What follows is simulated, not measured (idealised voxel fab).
process module | voxel capacitor over wiring
cross-section cut | 260 nm wide | cells 5 nm
A cross-section is a grid of square cells, given in bands from the top down. A band is one or more rows of cells.
Each band's line starts with the height of the band's top and of its bottom, in nm. Then come its materials from left to right, each with its width in nm. One material with "throughout" fills the band from edge to edge. "air" is empty space.
Height 0 is the level under which the wafer as received is all one material. The lowest band goes on downwards, as in "0 down".
A width such as "30 to 40" changes by the same amount from each row of cells to the next, from the band's top row to its bottom row.
"no change" after a step means that no cell of the cross-section changed.
closed voids: empty space of 8 cells or more with no open way to the top, each as width x height at its distance from the left edge, in nm
after a step's settings: what the simulator itself notes on the step
overlay nm, on a step with a mask: how far to the right of its planned place the mask lay; to the left if negative
plan
1 op RECEIVE | material Si
2 op CONFORMAL_DEP | material SiO2 | thk nm 15
3 op CONFORMAL_DEP | material SiCN | thk nm 5
4 op DIRECTIONAL_DEP | material SiO2 | thk nm 15
5 op MASKED_ETCH | tone open | mask id METAL_1 | width nm 30 | pitch nm 100 | etch materials SiO2 | depth nm 15 | overlay nm 0
6 op MASKED_ETCH | tone open | mask id METAL_1 | width nm 30 | pitch nm 100 | etch materials SiCN | depth nm 5 | overlay nm 0
7 op CONFORMAL_DEP | material TiN | thk nm 5
8 op FILL_DEP | material Cu | thk nm 5
9 op CMP | height nm 35
10 op EPI | material Ru | thk nm 5
11 op FILL_DEP | material SiCN | thk nm 5
12 op DIRECTIONAL_DEP | material SiO2 | thk nm 15
13 op MASKED_ETCH | tone open | mask id PLUG_1 | width nm 15 | etch materials SiO2 | depth nm 15 | overlay nm 0
14 op MASKED_ETCH | tone open | mask id PLUG_1 | width nm 15 | etch materials SiCN | depth nm 5 | overlay nm 0
15 op EPI | material Ru | thk nm 10
16 op EPI | material Ru | thk nm 10
17 op DIRECTIONAL_DEP | material TiN | thk nm 5
18 op DIRECTIONAL_DEP | material Al2O3 | thk nm 5
19 op DIRECTIONAL_DEP | material TiN | thk nm 10
20 op MASKED_ETCH | tone cover | mask id UPPER_PLATE | width nm 75 | etch materials TiN | depth nm 10 | overlay nm 0
21 op MASKED_ETCH | tone cover | mask id UPPER_PLATE | width nm 75 | etch materials Al2O3 | depth nm 5 | overlay nm 0
22 op PATTERN | tone cover | mask id LOWER_PLATE | material resist | width nm 85 | thk nm 15 | overlay nm 0
23 op DIRECTIONAL_ETCH | etch materials TiN | depth nm 5
24 op STRIP | etch materials resist
25 op FILL_DEP | material SiO2 | thk nm 20
26 op CMP | height nm 95
27 op PATTERN | tone open | mask id PLUG_2 | material resist | width nm 15 | thk nm 15 | overlay nm 0
28 op DIRECTIONAL_ETCH | etch materials SiO2 | depth nm 15
29 op STRIP | etch materials resist
30 op CONFORMAL_DEP | material TiN | thk nm 5
31 op FILL_DEP | material Ru | thk nm 10
32 op CMP | height nm 95
33 op CONFORMAL_DEP | material SiN | thk nm 5
first wafer, as planned
as received, after step 1
  0 down: Si throughout
  closed voids: none
after step 2
  15 to 0: SiO2 throughout
  below 0: unchanged
after step 3
  20 to 15: SiCN throughout
  below 15: unchanged
after step 4
  35 to 20: SiO2 throughout
  below 20: unchanged
after step 5
  35 to 20: SiO2 65 | air 30 | SiO2 70 | air 30 | SiO2 65
  below 20: unchanged
after step 6
  35 to 20: SiO2 65 | air 30 | SiO2 70 | air 30 | SiO2 65
  20 to 15: SiCN 65 | air 30 | SiCN 70 | air 30 | SiCN 65
  below 15: unchanged
after step 7
  40 to 35: TiN 70 | air 20 | TiN 80 | air 20 | TiN 70
  35 to 20: SiO2 65 | TiN 5 | air 20 | TiN 5 | SiO2 70 | TiN 5 | air 20 | TiN 5 | SiO2 65
  20 to 15: SiCN 65 | TiN 30 | SiCN 70 | TiN 30 | SiCN 65
  below 15: unchanged
after step 8
  45 to 40: Cu throughout
  40 to 35: TiN 70 | Cu 20 | TiN 80 | Cu 20 | TiN 70
  35 to 20: SiO2 65 | TiN 5 | Cu 20 | TiN 5 | SiO2 70 | TiN 5 | Cu 20 | TiN 5 | SiO2 65
  below 20: unchanged
after step 9
  35 to 20: SiO2 65 | TiN 5 | Cu 20 | TiN 5 | SiO2 70 | TiN 5 | Cu 20 | TiN 5 | SiO2 65
  below 20: unchanged
after step 10
  40 to 35: air 60 | Ru 40 | air 60 | Ru 40 | air 60
  below 35: unchanged
after step 11
  45 to 40: SiCN throughout
  40 to 35: SiCN 60 | Ru 40 | SiCN 60 | Ru 40 | SiCN 60
  below 35: unchanged
after step 12
  60 to 45: SiO2 throughout
  below 45: unchanged
after step 13
  60 to 45: SiO2 80 | air 15 | SiO2 165
  below 45: unchanged
after step 14
  60 to 45: SiO2 80 | air 15 | SiO2 165
  45 to 40: SiCN 80 | air 15 | SiCN 165
  below 40: unchanged
after step 15
  60 to 50: SiO2 80 | air 15 | SiO2 165
  50 to 45: SiO2 80 | Ru 15 | SiO2 165
  45 to 40: SiCN 80 | Ru 15 | SiCN 165
  below 40: unchanged
after step 16
  60 to 45: SiO2 80 | Ru 15 | SiO2 165
  below 45: unchanged
after step 17
  65 to 60: TiN throughout
  below 60: unchanged
after step 18
  70 to 65: Al2O3 throughout
  below 65: unchanged
after step 19
  80 to 70: TiN throughout
  below 70: unchanged
after step 20
  80 to 70: air 80 | TiN 75 | air 105
  below 70: unchanged
after step 21
  80 to 70: air 80 | TiN 75 | air 105
  70 to 65: air 80 | Al2O3 75 | air 105
  below 65: unchanged
after step 22
  95 to 80: air 75 | resist 85 | air 100
  80 to 70: air 75 | resist 5 | TiN 75 | resist 5 | air 100
  70 to 65: air 75 | resist 5 | Al2O3 75 | resist 5 | air 100
  below 65: unchanged
after step 23
  95 to 80: air 75 | resist 85 | air 100
  80 to 70: air 75 | resist 5 | TiN 75 | resist 5 | air 100
  70 to 65: air 75 | resist 5 | Al2O3 75 | resist 5 | air 100
  65 to 60: air 75 | TiN 85 | air 100
  below 60: unchanged
after step 24
  80 to 70: air 80 | TiN 75 | air 105
  70 to 65: air 80 | Al2O3 75 | air 105
  below 65: unchanged
after step 25
  100 to 80: SiO2 throughout
  80 to 70: SiO2 80 | TiN 75 | SiO2 105
  70 to 65: SiO2 80 | Al2O3 75 | SiO2 105
  65 to 60: SiO2 75 | TiN 85 | SiO2 100
  below 60: unchanged
after step 26
  95 to 80: SiO2 throughout
  below 80: unchanged
after step 27
  110 to 95: resist 90 | air 15 | resist 155
  below 95: unchanged
after step 28
  110 to 95: resist 90 | air 15 | resist 155
  95 to 80: SiO2 90 | air 15 | SiO2 155
  below 80: unchanged
after step 29
  95 to 80: SiO2 90 | air 15 | SiO2 155
  below 80: unchanged
after step 30
  100 to 95: TiN 95 | air 5 | TiN 160
  95 to 85: SiO2 90 | TiN 5 | air 5 | TiN 5 | SiO2 155
  85 to 80: SiO2 90 | TiN 15 | SiO2 155
  below 80: unchanged
after step 31
  110 to 100: Ru throughout
  100 to 95: TiN 95 | Ru 5 | TiN 160
  95 to 85: SiO2 90 | TiN 5 | Ru 5 | TiN 5 | SiO2 155
  below 85: unchanged
after step 32
  95 to 85: SiO2 90 | TiN 5 | Ru 5 | TiN 5 | SiO2 155
  below 85: unchanged
after step 33
  100 to 95: SiN throughout
  below 95: unchanged
second wafer: like start, like plan, one mistake. Through step 16 it matches the first wafer
when step 17 should have ended: no change
when step 18 should have ended
  65 to 60: Al2O3 throughout
  below 60: unchanged
when step 19 should have ended
  75 to 65: TiN throughout
  below 65: unchanged
when step 20 should have ended
  75 to 65: air 80 | TiN 75 | air 105
  below 65: unchanged
when step 21 should have ended
  75 to 65: air 80 | TiN 75 | air 105
  65 to 60: air 80 | Al2O3 75 | air 105
  below 60: unchanged
when step 22 should have ended
  90 to 75: air 75 | resist 85 | air 100
  75 to 65: air 75 | resist 5 | TiN 75 | resist 5 | air 100
  65 to 60: air 75 | resist 5 | Al2O3 75 | resist 5 | air 100
  below 60: unchanged
when step 23 should have ended: no change
when step 24 should have ended
  75 to 65: air 80 | TiN 75 | air 105
  65 to 60: air 80 | Al2O3 75 | air 105
  below 60: unchanged
when step 25 should have ended
  95 to 75: SiO2 throughout
  75 to 65: SiO2 80 | TiN 75 | SiO2 105
  65 to 60: SiO2 80 | Al2O3 75 | SiO2 105
  below 60: unchanged
when step 26 should have ended: no change
when step 27 should have ended
  110 to 95: resist 90 | air 15 | resist 155
  below 95: unchanged
when step 28 should have ended
  110 to 95: resist 90 | air 15 | resist 155
  95 to 80: SiO2 90 | air 15 | SiO2 155
  below 80: unchanged
when step 29 should have ended
  95 to 80: SiO2 90 | air 15 | SiO2 155
  below 80: unchanged
when step 30 should have ended
  100 to 95: TiN 95 | air 5 | TiN 160
  95 to 85: SiO2 90 | TiN 5 | air 5 | TiN 5 | SiO2 155
  85 to 80: SiO2 90 | TiN 15 | SiO2 155
  below 80: unchanged
when step 31 should have ended
  110 to 100: Ru throughout
  100 to 95: TiN 95 | Ru 5 | TiN 160
  95 to 85: SiO2 90 | TiN 5 | Ru 5 | TiN 5 | SiO2 155
  below 85: unchanged
when step 32 should have ended
  95 to 85: SiO2 90 | TiN 5 | Ru 5 | TiN 5 | SiO2 155
  below 85: unchanged
when step 33 should have ended
  100 to 95: SiN throughout
  below 95: unchanged
what went wrong: step 17 was left out
at the end the second wafer has, in cells: 17 more of SiO2 | 17 fewer of TiN
